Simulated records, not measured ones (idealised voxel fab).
The process module presented herein is designated voxel wiring stack.
Displayed cross-section: cut, width of 155 nm, square cells sized 5 nm.
Just so we're on the same page, the cross-sections are grids of square cells, and they're listed out in bands top to bottom, each band one or more rows deep.
Within each band entry, the heights of the top and of the bottom of the band appear first, in that order and in nm; the materials of the band then follow from left to right, each with its corresponding width in nm. The designation "edge to edge" on a single material indicates that it fills the band from edge to edge; the designation "blank" indicates empty space.
Height is counted from the level 0, under which the received wafer is composed throughout of one material. The lowest of the bands is not closed at the bottom but continues downward, in the notation "0 -> down".
The notation "30->40" denotes a width that varies across the rows of cells in the band, beginning at the first number in the top row, finishing at the second number in the bottom row, and changing by an identical amount from each row to the next.
What does "everything unchanged" mean for a step? It means no cell of the cross-section changed in that step.
In the "Trapped void list" entry, you get each enclosed empty space of 8 cells or more, one with no open way to the top, written width x height at distance, distance from the left edge, in nm.
On a step's line, text after the settings is the simulator commenting on that step.
overlay nm: for a step with a mask, the amount by which the mask lay right of where it was planned; a negative amount means left of it.
Set out below are the planned steps of the process:
| 1 | RECEIVE | material Si |
| 2 | CONFORMAL_DEP | material SiO2 | thk nm 15 |
| 3 | DIRECTIONAL_DEP | material TiN | thk nm 5 |
| 4 | DIRECTIONAL_DEP | material W | thk nm 15 |
| 5 | MASKED_ETCH | tone cover | mask id METAL_1 | width nm 20 | pitch nm 45 | etch materials W | depth nm 15 | overlay nm 0 |
| 6 | MASKED_ETCH | tone cover | mask id METAL_1 | width nm 20 | pitch nm 45 | etch materials TiN | depth nm 5 | overlay nm 0 |
| 7 | CONFORMAL_DEP | material SiN | thk nm 5 |
| 8 | FILL_DEP | material lowk | thk nm 5 |
| 9 | CMP | height nm 35 |
| 10 | CONFORMAL_DEP | material SiCN | thk nm 5 |
| 11 | DIRECTIONAL_DEP | material lowk | thk nm 15 |
| 12 | PATTERN | tone open | mask id PLUG_1 | material resist | width nm 15 | pitch nm 90 | thk nm 15 | overlay nm 0 |
| 13 | DIRECTIONAL_ETCH | etch materials lowk | depth nm 15 |
| 14 | DIRECTIONAL_ETCH | etch materials SiCN | depth nm 5 |
| 15 | STRIP | etch materials resist |
| 16 | CONFORMAL_DEP | material TiN | thk nm 5 |
| 17 | FILL_DEP | material W | thk nm 10 |
| 18 | CMP | height nm 55 |
| 19 | CONFORMAL_DEP | material SiN | thk nm 5 |
| 20 | DIRECTIONAL_DEP | material SiO2 | thk nm 25 |
| 21 | DIRECTIONAL_DEP | material aC | thk nm 15 |
| 22 | PATTERN | tone open | mask id METAL_2 | material resist | width nm 20 | pitch nm 45 | thk nm 30 | overlay nm 0 |
| 23 | DIRECTIONAL_ETCH | etch materials aC | depth nm 15 |
| 24 | STRIP | etch materials resist |
| 25 | DIRECTIONAL_ETCH | etch materials SiO2 | depth nm 25 |
| 26 | DIRECTIONAL_ETCH | etch materials SiN | depth nm 5 |
| 27 | STRIP | etch materials aC |
| 28 | CONFORMAL_DEP | material TiN | thk nm 5 |
| 29 | FILL_DEP | material W | thk nm 10 |
| 30 | CMP | height nm 85 |
| 31 | CONFORMAL_DEP | material SiCN | thk nm 5 |
| 32 | DIRECTIONAL_DEP | material SiO2 | thk nm 20 |
| 33 | DIRECTIONAL_DEP | material aC | thk nm 10 |
| 34 | PATTERN | tone open | mask id PLUG_2 | material resist | width nm 15 | pitch nm 90 | thk nm 30 | overlay nm 0 |
| 35 | DIRECTIONAL_ETCH | etch materials aC | depth nm 10 |
| 36 | STRIP | etch materials resist |
| 37 | DIRECTIONAL_ETCH | etch materials SiO2 | depth nm 20 |
| 38 | DIRECTIONAL_ETCH | etch materials SiCN | depth nm 5 |
| 39 | STRIP | etch materials aC |
| 40 | EPI | material Ru | thk nm 10 |
| 41 | EPI | material Ru | thk nm 10 |
| 42 | EPI | material Ru | thk nm 5 |
| 43 | CONFORMAL_DEP | material SiN | thk nm 5 |
| 44 | DIRECTIONAL_DEP | material lowk | thk nm 25 |
| 45 | MASKED_ETCH | tone open | mask id METAL_3 | width nm 20 | pitch nm 45 | etch materials lowk | depth nm 25 | overlay nm 0 |
| 46 | MASKED_ETCH | tone open | mask id METAL_3 | width nm 20 | pitch nm 45 | etch materials SiN | depth nm 5 | overlay nm 0 |
| 47 | CONFORMAL_DEP | material TiN | thk nm 5 |
| 48 | FILL_DEP | material Cu | thk nm 10 |
| 49 | CMP | height nm 140 |
| 50 | CONFORMAL_DEP | material SiCN | thk nm 5 |
| 51 | DIRECTIONAL_DEP | material lowk | thk nm 10 |
| 52 | DIRECTIONAL_DEP | material aC | thk nm 10 |
| 53 | PATTERN | tone open | mask id PLUG_3 | material resist | width nm 15 | pitch nm 45 | thk nm 25 | overlay nm 0 |
| 54 | DIRECTIONAL_ETCH | etch materials aC | depth nm 10 |
| 55 | STRIP | etch materials resist |
| 56 | DIRECTIONAL_ETCH | etch materials lowk | depth nm 10 |
| 57 | DIRECTIONAL_ETCH | etch materials SiCN | depth nm 5 |
| 58 | STRIP | etch materials aC |
| 59 | CONFORMAL_DEP | material TiN | thk nm 5 |
| 60 | FILL_DEP | material W | thk nm 5 |
| 61 | CMP | height nm 155 |
| 62 | DIRECTIONAL_DEP | material TiN | thk nm 5 |
| 63 | DIRECTIONAL_DEP | material W | thk nm 15 |
| 64 | PATTERN | tone cover | mask id METAL_4 | material resist | width nm 20 | pitch nm 45 | thk nm 20 | overlay nm 0 |
| 65 | DIRECTIONAL_ETCH | etch materials W | depth nm 15 |
| 66 | DIRECTIONAL_ETCH | etch materials TiN | depth nm 5 |
| 67 | STRIP | etch materials resist |
| 68 | CONFORMAL_DEP | material SiCN | thk nm 5 |
| 69 | FILL_DEP | material lowk | thk nm 5 |
| 70 | CMP | height nm 175 |
| 71 | CONFORMAL_DEP | material SiCN | thk nm 5 |
Cross-section of the incoming wafer, state after step 1:
0 -> down | Si edge to edge
Trapped void list: none
Here's the wafer cut in cross-section after the module, started and planned just like above, except one thing was done wrong in the run:
180 -> 175 | SiCN edge to edge
175 -> 160 | 15 of lowk  5 of SiCN  20 of W  5 of SiCN  15 of lowk  5 of SiCN  20 of W  5 of SiCN  15 of lowk  5 of SiCN  20 of W  5 of SiCN  20 of lowk
160 -> 155 | 20 of SiCN  20 of TiN  25 of SiCN  20 of TiN  25 of SiCN  20 of TiN  25 of SiCN
155 -> 145 | 20 of lowk  5 of TiN  5 of W  5 of TiN  30 of lowk  5 of TiN  5 of W  5 of TiN  30 of lowk  5 of TiN  5 of W  5 of TiN  30 of lowk
145 -> 140 | 20 of SiCN  15 of TiN  30 of SiCN  15 of TiN  30 of SiCN  15 of TiN  30 of SiCN
140 -> 135 | 10 of TiN  10 of lowk  5 of TiN  10 of Cu  5 of TiN  5 of lowk  25 of TiN  10 of Cu  20 of TiN  10 of lowk  5 of TiN  10 of Cu  5 of TiN  5 of lowk  20 of TiN
135 -> 115 | 20 of lowk  5 of TiN  10 of Cu  5 of TiN  25 of lowk  5 of TiN  10 of Cu  5 of TiN  25 of lowk  5 of TiN  10 of Cu  5 of TiN  25 of lowk
115 -> 110 | 10 of lowk  10 of SiN  20 of TiN  5 of SiN  20 of lowk  5 of TiN  10 of Cu  5 of TiN  15 of lowk  10 of SiN  20 of TiN  5 of SiN  20 of lowk
110 -> 105 | 15 of SiN  25 of Ru  25 of SiN  20 of TiN  20 of SiN  25 of Ru  25 of SiN
105 -> 90 | 20 of SiO2  15 of Ru  75 of SiO2  15 of Ru  30 of SiO2
90 -> 85 | 20 of SiCN  15 of Ru  75 of SiCN  15 of Ru  30 of SiCN
85 -> 60 | 20 of SiO2  5 of TiN  10 of W  5 of TiN  25 of SiO2  5 of TiN  10 of W  5 of TiN  25 of SiO2  5 of TiN  10 of W  5 of TiN  25 of SiO2
60 -> 55 | 20 of SiN  20 of TiN  25 of SiN  20 of TiN  25 of SiN  20 of TiN  25 of SiN
55 -> 40 | 20 of lowk  5 of TiN  5 of W  5 of TiN  75 of lowk  5 of TiN  5 of W  5 of TiN  30 of lowk
40 -> 35 | 20 of SiCN  15 of TiN  75 of SiCN  15 of TiN  30 of SiCN
35 -> 20 | 15 of lowk  5 of SiN  20 of W  5 of SiN  15 of lowk  5 of SiN  20 of W  5 of SiN  15 of lowk  5 of SiN  20 of W  5 of SiN  20 of lowk
20 -> 15 | 20 of SiN  20 of TiN  25 of SiN  20 of TiN  25 of SiN  20 of TiN  25 of SiN
15 -> 0 | SiO2 edge to edge
0 -> down | Si edge to edge
Trapped void list: none
Here's what went sideways: step 32 deviated from plan and actually ran as DIRECTIONAL_DEP | material SiO2 | thk nm 15
